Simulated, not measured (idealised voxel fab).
Proc. module: voxel plated lines
cross-section cut | 270 nm wide | cells 5 nm
If you're reading a cross-section in this doc, picture square cells in a grid; it comes to you as bands, top ones listed first down to the bottom, and a band can be one or more rows of cells.
A band entry consists of two parts. The first gives the height of the band's top and the height of its bottom, in nm. The rest lists the band's materials from left to right, each with its width in nm. A single material labelled with the word "throughout" fills the band from edge to edge, and the word "empty" marks empty space.
Basically, 0 is our baseline, since under it the wafer straight out of the box is all one material. The bottom band has no lower end and keeps on going down, so it looks like "z 0 and below".
The notation "30->40" denotes a width that varies across the rows of cells in the band, beginning at the first number in the top row, finishing at the second number in the bottom row, and changing by an identical amount from each row to the next.
Basically "everything unchanged" means that step didn't change any cell in the cross-section.
Heads up: "Enclosed cavity list" only lists the empty pockets with no open path to the top that are 8 cells or more, and it writes them as width x height at distance, distance from the left edge, in nm.
Anything after a step's settings on that line? It's the simulator's own note about the step.
"overlay nm", when on a step's line for a step with a mask, measures how far to the right of its planned place the mask lay; a negative measure means to the left.

Listed below are the process steps as planned
1) RECEIVE with material Si
2) CONFORMAL_DEP with material SiN, thk nm 5
3) DIRECTIONAL_DEP with material TiN, thk nm 5
4) PATTERN with tone open, mask id LINES, material resist, width nm 20, pitch nm 40, thk nm 20, overlay nm 0
5) EPI with material Ru, thk nm 5
6) STRIP with etch materials resist
7) DIRECTIONAL_ETCH with etch materials TiN, depth nm 5
8) CONFORMAL_DEP with material SiCN, thk nm 5

Cross-section of the wafer upon arrival, representing the state reached after step 1
  z 0 and below = Si throughout
  Enclosed cavity list: none

Cross-section, first of two wafers, end of module, run as planned
  z 20 to 15 = empty 100; SiCN 30; empty 10; SiCN 30; empty 100
  z 15 to 10 = empty 100; SiCN 5; Ru 20; SiCN 5; empty 10; SiCN 5; Ru 20; SiCN 5; empty 100
  z 10 to 5 = SiCN 105; TiN 20; SiCN 20; TiN 20; SiCN 105
  z 5 to 0 = SiN throughout
  z 0 and below = Si throughout
  Enclosed cavity list: none

Module end: cross-section of wafer two of two. Same start and process plan as the first wafer. One mistake during execution
  z 15 to 10 = SiCN throughout
  z 10 to 5 = SiN throughout
  z 5 to 0 = TiN throughout
  z 0 and below = Si throughout
  Enclosed cavity list: none
What went wrong in running the wafer? step 3 occupied the plan position of step 2, and the converse holds as well
The second wafer ends with more or fewer cells of some materials than the first, per final count: Ru -8, SiCN -8, TiN +46
